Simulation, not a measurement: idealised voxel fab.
voxel ribs on slabs: a process module
Shown is cross-section cut, with a width of 190 nm and square cells of size 5 nm.
Cross-section, as written here: a square-cell grid given band by band from the top down, where a band holds one or more rows of cells.
The entry gives the band's vertical extent as a top height and a bottom height in nm, then its horizontal make-up as materials from left to right, each with a width in nm. "air" stands for empty space; a single material marked "all across" fills the band edge to edge.
A quick word on heights: they are counted from 0, and under that level the wafer as it came to us is one material throughout. The lowest band is different from the rest in having no bottom; it simply continues downward, written as in "from 0 down".
The two numbers in a width such as "30->40" mark its ends across the band: the first belongs to the top row of cells, the second to the bottom row, and from each row to the next the width moves by the same amount.
When a step is marked "no modifications", none of the cells in the cross-section changed during that step.
Entry "Fully sealed cavities". Content: empty spaces with no open connection to the top, size 8 cells or greater. Each: width x height at distance. Distance: from left edge. Unit: nm.
That trailing text on a step's line, after the settings, is the simulator's own remark on the step.
overlay nm: step with mask; distance mask lay right of planned place; negative value = left of planned place.
# Process steps foreseen in the plan
1. op RECEIVE | material Si
2. op DIRECTIONAL_DEP | material SiO2 | thk nm 30
3. op DIRECTIONAL_DEP | material polySi | thk nm 15
4. op MASKED_ETCH | tone cover | mask id RIB | width nm 25 | etch materials polySi | depth nm 10 | overlay nm 0
5. op MASKED_ETCH | tone cover | mask id SLAB | width nm 65 | etch materials polySi | depth nm 5 | overlay nm 0
6. op FILL_DEP | material SiO2 | thk nm 15
7. op CMP | height nm 55
8. op DIRECTIONAL_DEP | material TiN | thk nm 10
9. op PATTERN | tone cover | mask id HEATER | material resist | width nm 35 | thk nm 15 | overlay nm 0
10. op DIRECTIONAL_ETCH | etch materials TiN | depth nm 10
11. op STRIP | etch materials resist
12. op CONFORMAL_DEP | material SiN | thk nm 10
# Incoming wafer in cross-section (state: after step 1)
* from 0 down = Si all across
* Fully sealed cavities: none
# Post-module cross-section of the first of two wafers (run per plan)
* from 75 to 65 = air=65, SiN=55, air=70
* from 65 to 55 = SiN=75, TiN=35, SiN=80
* from 55 to 45 = SiO2 all across
* from 45 to 35 = SiO2=80, polySi=25, SiO2=85
* from 35 to 30 = SiO2=60, polySi=65, SiO2=65
* from 30 to 0 = SiO2 all across
* from 0 down = Si all across
* Fully sealed cavities: none
# Second of two wafers, module complete, sectioned: it shares the first wafer's start and plan but was run with one mistake
* from 75 to 65 = air=65, SiN=55, air=70
* from 65 to 55 = SiN=75, TiN=35, SiN=80
* from 55 to 45 = SiO2 all across
* from 45 to 35 = SiO2=80, polySi=30, SiO2=80
* from 35 to 30 = SiO2=60, polySi=65, SiO2=65
* from 30 to 0 = SiO2 all across
* from 0 down = Si all across
* Fully sealed cavities: none
Processing error: step 4 ran as: op MASKED_ETCH | tone cover | mask id RIB | width nm 30 | etch materials polySi | depth nm 10 | overlay nm 0
Final tally in cells, some materials are higher or lower on the second wafer than on the first: -2 SiO2, +2 polySi
